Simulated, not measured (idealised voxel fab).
Proc. module: voxel gate over fins
In the cross-section labelled cut, the width is 215 nm and each square cell is 5 nm.
For the purposes of this document, a cross-section shall be understood as a grid of square cells, specified as bands listed in top-to-bottom order, each band consisting of one or more rows of cells.
Quick guide to a band line: top height, bottom height (nm) up front; then every material left to right with its width in nm. Only one material and it's marked "throughout"? Then it fills the band edge to edge. And "empty" just means empty space.
Ref level 0: as-received wafer is one material below here. Bottom band extends down with no lower bound ("0 down").
Width: "30..40" (first number = top row, second number = bottom row, same change from row to row of cells).
What does "identical to before" mean for a step? It means no cell of the cross-section changed in that step.
Any empty space of 8 cells or more lacking an open way to the top shows up in "Cavities, closed" as width x height at distance, distance from the left edge, in nm.
Whatever follows a step's settings on its line is a remark the simulator itself makes about that step.
On any step carrying a mask, the "overlay nm" setting, if present on the step's line, tells how far right of its planned place the mask lay; negative values point to the left.

PLANNED PROCESS STEPS
step 1: RECEIVE (material Si)
step 2: CONFORMAL_DEP (material SiN; thk nm 10)
step 3: DIRECTIONAL_DEP (material aC; thk nm 10)
step 4: PATTERN (tone cover; mask id FINS; material resist; width nm 15; pitch nm 35; thk nm 30; overlay nm -15)
step 5: DIRECTIONAL_ETCH (etch materials aC; depth nm 10)
step 6: STRIP (etch materials resist)
step 7: DIRECTIONAL_ETCH (etch materials SiN; depth nm 10)
step 8: DIRECTIONAL_ETCH (etch materials Si; depth nm 35)
step 9: STRIP (etch materials aC)
step 10: FILL_DEP (material SiO2; thk nm 15)
step 11: CMP (height nm 10)
step 12: SELECTIVE_ETCH (etch materials SiO2; depth nm 20)
step 13: STRIP (etch materials SiN)
step 14: CONFORMAL_DEP (material HfO2; thk nm 5)
step 15: CONFORMAL_DEP (material TiN; thk nm 5)
step 16: CONFORMAL_DEP (material TiAl; thk nm 5)
step 17: CONFORMAL_DEP (material TiN; thk nm 5)
step 18: FILL_DEP (material W; thk nm 10)
step 19: CMP (height nm 25)
step 20: CONFORMAL_DEP (material SiN; thk nm 10)
The value of overlay nm given for step 4 in the plan refers to the first wafer; the wafers vary in this setting and are alike at the start.

CROSS-SECTION: THE FIRST OF SEVERAL WAFERS IN ITS AS-RECEIVED STATE, I.E. FOLLOWING STEP 1
0 down | Si throughout
Cavities, closed: none

FIRST OF SEVERAL WAFERS, SECTIONED AT END OF MODULE (LAST STEP: STEP 20)
35 to 25 | SiN throughout
25 to 20 | W throughout
20 to 15 | 45 nm W / 90 nm TiN / 80 nm W
15 to 10 | 45 nm W / 5 nm TiN / 80 nm TiAl / 5 nm TiN / 80 nm W
10 to 5 | 50 nm TiN / 5 nm TiAl / 70 nm TiN / 5 nm TiAl / 85 nm TiN
5 to 0 | 55 nm TiAl / 5 nm TiN / 25 nm HfO2 / 10 nm TiN / 25 nm HfO2 / 5 nm TiN / 90 nm TiAl
0 to -5 | 60 nm TiN / 5 nm HfO2 / 15 nm Si / 5 nm HfO2 / 10 nm TiN / 5 nm HfO2 / 15 nm Si / 5 nm HfO2 / 95 nm TiN
-5 to -10 | 65 nm HfO2 / 15 nm Si / 20 nm HfO2 / 15 nm Si / 100 nm HfO2
-10 to -35 | 65 nm SiO2 / 15 nm Si / 20 nm SiO2 / 15 nm Si / 100 nm SiO2
-35 down | Si throughout
Cavities, closed: none

END OF MODULE, LAST WAFER SECTIONED
35 to 25 | SiN throughout
25 to 20 | W throughout
20 to 15 | 75 nm W / 90 nm TiN / 50 nm W
15 to 10 | 75 nm W / 5 nm TiN / 80 nm TiAl / 5 nm TiN / 50 nm W
10 to 5 | 80 nm TiN / 5 nm TiAl / 70 nm TiN / 5 nm TiAl / 55 nm TiN
5 to 0 | 85 nm TiAl / 5 nm TiN / 25 nm HfO2 / 10 nm TiN / 25 nm HfO2 / 5 nm TiN / 60 nm TiAl
0 to -5 | 90 nm TiN / 5 nm HfO2 / 15 nm Si / 5 nm HfO2 / 10 nm TiN / 5 nm HfO2 / 15 nm Si / 5 nm HfO2 / 65 nm TiN
-5 to -10 | 95 nm HfO2 / 15 nm Si / 20 nm HfO2 / 15 nm Si / 70 nm HfO2
-10 to -35 | 95 nm SiO2 / 15 nm Si / 20 nm SiO2 / 15 nm Si / 70 nm SiO2
-35 down | Si throughout
Cavities, closed: none

NOTE: THE FOLLOWING TABLE IS ARRANGED BY WAFER, A ROW APIECE. EACH ROW REPORTS THE END-OF-MODULE STATE: PER MATERIAL, CELLS GAINED (+) OR CELLS LOST (-) COMPARED WITH THE WAFER AS RECEIVED; CLOSED VOIDS FOLLOW
overlay nm -15, +51 HfO2, -259 Si, +86 SiN, +185 SiO2, +47 TiAl, +98 TiN, +93 W, Cavities, closed: none
overlay nm -10, +51 HfO2, -259 Si, +86 SiN, +185 SiO2, +47 TiAl, +98 TiN, +93 W, Cavities, closed: none
overlay nm -5, +51 HfO2, -259 Si, +86 SiN, +185 SiO2, +47 TiAl, +98 TiN, +93 W, Cavities, closed: none
overlay nm 0, +51 HfO2, -259 Si, +86 SiN, +185 SiO2, +47 TiAl, +98 TiN, +93 W, Cavities, closed: none
overlay nm 5, +51 HfO2, -259 Si, +86 SiN, +185 SiO2, +47 TiAl, +98 TiN, +93 W, Cavities, closed: none
overlay nm 10, +51 HfO2, -259 Si, +86 SiN, +185 SiO2, +47 TiAl, +98 TiN, +93 W, Cavities, closed: none
overlay nm 15, +51 HfO2, -259 Si, +86 SiN, +185 SiO2, +47 TiAl, +98 TiN, +93 W, Cavities, closed: none
